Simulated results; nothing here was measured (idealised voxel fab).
process module | voxel fin reveal
cross-section cut | 230 nm wide | cells 5 nm
A cross-section is a grid of square cells, given in bands from the top down. A band is one or more rows of cells.
Each band's line starts with the height of the band's top and of its bottom, in nm. Then come its materials from left to right, each with its width in nm. One material with "throughout" fills the band from edge to edge. "air" is empty space.
Height 0 is the level under which the wafer as received is all one material. The lowest band goes on downwards, as in "0 down".
A width such as "30 to 40" changes by the same amount from each row of cells to the next, from the band's top row to its bottom row.
"no change" after a step means that no cell of the cross-section changed.
closed voids: empty space of 8 cells or more with no open way to the top, each as width x height at its distance from the left edge, in nm
after a step's settings: what the simulator itself notes on the step
overlay nm, on a step with a mask: how far to the right of its planned place the mask lay; to the left if negative
plan
1 op RECEIVE | material Si
2 op CONFORMAL_DEP | material SiN | thk nm 5
3 op MASKED_ETCH | tone cover | mask id FINS | width nm 15 | pitch nm 45 | etch materials SiN | depth nm 10 | overlay nm 0
4 op MASKED_ETCH | tone cover | mask id FINS | width nm 15 | pitch nm 45 | etch materials Si | depth nm 35 | overlay nm 0
5 op OXIDIZE | depth nm 5
6 op FILL_DEP | material SiO2 | thk nm 15
7 op CMP | height nm 10
8 op SELECTIVE_ETCH | etch materials SiO2 | depth nm 25
9 op STRIP | etch materials SiN
10 op CONFORMAL_DEP | material SiO2 | thk nm 5
varied across the wafers: thk nm of step 2. The plan shows the first wafer's value. All wafers start alike
first wafer as received, after step 1
  0 down: Si throughout
  closed voids: none
each wafer at the end: cells of each material gained (+) or lost (-) since it was received, then its closed voids
thk nm 5 | -352 Si | +278 SiO2 | closed voids: none
thk nm 10 | -352 Si | +278 SiO2 | closed voids: none
thk nm 15 | +46 SiO2 | closed voids: none
thk nm 20 | +46 SiO2 | closed voids: none
thk nm 25 | +46 SiO2 | closed voids: none
